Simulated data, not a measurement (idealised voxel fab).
Process module, titled voxel tone inversion
Section shown: cut. Width: 200 nm. Cell size: 5 nm, square.
Cross-section spec: square-cell grid; bands listed top down; each band is one or more rows. The entry gives the band's vertical extent as a top height and a bottom height in nm, then its horizontal make-up as materials from left to right, each with a width in nm. "empty" stands for empty space; a single material marked "throughout" fills the band edge to edge. Height reference: 0 = level under which incoming wafer is all one material. Lowest band: no bottom, runs on downward, e.g. "0 down". Quick explanation for "30->40": the width changes in equal steps down the rows of cells, from the first number in the band's top row to the second number in its bottom row. What does "no change" mean for a step? It means no cell of the cross-section changed in that step. Reported under the label "Unvented voids" are the empty spaces having no open way to the top and comprising 8 cells or more; the notation for each is width x height at distance, in which the distance is measured from the left edge and all three values are in nm. Anything after a step's settings on that line? It's the simulator's own note about the step. overlay nm: mask offset rightward from planned place, masked step; negative means leftward offset.
Listed below are the process steps as planned:
1) RECEIVE, material Si
2) CONFORMAL_DEP, material SiN, thk nm 10
3) DIRECTIONAL_DEP, material aC, thk nm 5
4) PATTERN, tone cover, mask id POSTS, material resist, width nm 15, pitch nm 35, thk nm 20, overlay nm 0
5) DIRECTIONAL_ETCH, etch materials aC, depth nm 15
6) STRIP, etch materials resist
7) FILL_DEP, material SiO2, thk nm 10
8) CMP, height nm 25
9) STRIP, etch materials aC
Heads up: all these wafers start the same, and what changes between them is the thk nm in step 3. The value you see in the plan is just what the first wafer got.
First of several wafers (as received, post step 1), cross-sectional view:
	0 down = Si throughout
	Unvented voids: none
End of module, by wafer: material-by-material cell gain (+) or loss (-) since receipt, then closed voids:
thk nm 5, +80 SiN, +111 SiO2, +9 aC, Unvented voids: none
thk nm 10, +80 SiN, +102 SiO2, +18 aC, Unvented voids: none
thk nm 15, +80 SiN, +93 SiO2, Unvented voids: none
